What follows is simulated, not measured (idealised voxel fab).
Process module name: voxel self aligned vias
The figure presents cross-section cut, which has a width of 280 nm and is divided into square cells with an edge length of 5 nm.
This document writes a cross-section as a grid whose cells are square, and gives it as bands, listed from the top down; one or more rows of cells form a band. Heads up on the band format: heights come first, top then bottom, in nm. After that it's the materials left to right, each with its width in nm. A single material flagged "full width" fills the whole band edge to edge, and "blank" means there's empty space there. Height 0 is the level under which the wafer as received is all one material. The lowest band goes on downwards, as in "top 0, no bottom". Note: "30..40" means the width goes from the first number (top row of the band) to the second number (bottom row) in equal steps per row of cells. Any step labelled "no alteration" changed none of the cells in the cross-section. In "Entrapped void list" the enclosed voids are listed, meaning empty spaces of 8 cells or larger without any opening to the top. The form is width x height at distance, distance from the left edge, units nm. Note: text after step settings on the step line = simulator remark on that step. Regarding "overlay nm": on a step with a mask, it is the distance the mask lay to the right of its planned place; a negative value places it to the left.
-- Process steps (planned)
1. RECEIVE: material Si
2. CONFORMAL_DEP: material SiO2, thk nm 15
3. CONFORMAL_DEP: material SiCN, thk nm 5
4. DIRECTIONAL_DEP: material lowk, thk nm 30
5. MASKED_ETCH: tone open, mask id LINES, width nm 25, pitch nm 65, etch materials lowk, depth nm 30, overlay nm 0
6. CONFORMAL_DEP: material TiN, thk nm 5
7. FILL_DEP: material Ru, thk nm 5
8. CMP: height nm 50
9. SELECTIVE_ETCH: etch materials W Ru TiN, depth nm 10
10. FILL_DEP: material SiN, thk nm 5
11. CMP: height nm 50
12. DIRECTIONAL_DEP: material lowk, thk nm 20
13. PATTERN: tone open, mask id VIAS, material resist, width nm 45, pitch nm 130, thk nm 15, overlay nm 0
14. DIRECTIONAL_ETCH: etch materials lowk, depth nm 20
15. DIRECTIONAL_ETCH: etch materials SiN, depth nm 10
16. STRIP: etch materials resist
17. CONFORMAL_DEP: material TiN, thk nm 5
18. FILL_DEP: material Ru, thk nm 5
19. CMP: height nm 70
20. CONFORMAL_DEP: material SiN, thk nm 5
-- Incoming wafer, cross-sectional view, post step 1
  top 0, no bottom | Si full width
  Entrapped void list: none
-- Module complete, cross-section. Starting point and plan per above. One mistake made in running the module
  top 75, bottom 70 | SiN full width
  top 70, bottom 55 | 50 lowk  5 TiN  35 Ru  5 TiN  85 lowk  5 TiN  35 Ru  5 TiN  55 lowk
  top 55, bottom 50 | 50 lowk  45 TiN  85 lowk  45 TiN  55 lowk
  top 50, bottom 40 | 50 SiN  10 TiN  25 lowk  10 TiN  30 SiN  25 lowk  30 SiN  10 TiN  25 lowk  10 TiN  55 SiN
  top 40, bottom 25 | 55 Ru  5 TiN  25 lowk  5 TiN  30 Ru  5 TiN  25 lowk  5 TiN  30 Ru  5 TiN  25 lowk  5 TiN  60 Ru
  top 25, bottom 20 | 60 TiN  25 lowk  40 TiN  25 lowk  40 TiN  25 lowk  65 TiN
  top 20, bottom 15 | SiCN full width
  top 15, bottom 0 | SiO2 full width
  top 0, no bottom | Si full width
  Entrapped void list: none
Nonconformance to the process plan: it should be noted that step 5 was executed with settings other than those planned, the operation and settings actually applied being MASKED_ETCH: tone cover, mask id LINES, width nm 25, pitch nm 65, etch materials lowk, depth nm 30, overlay nm 0
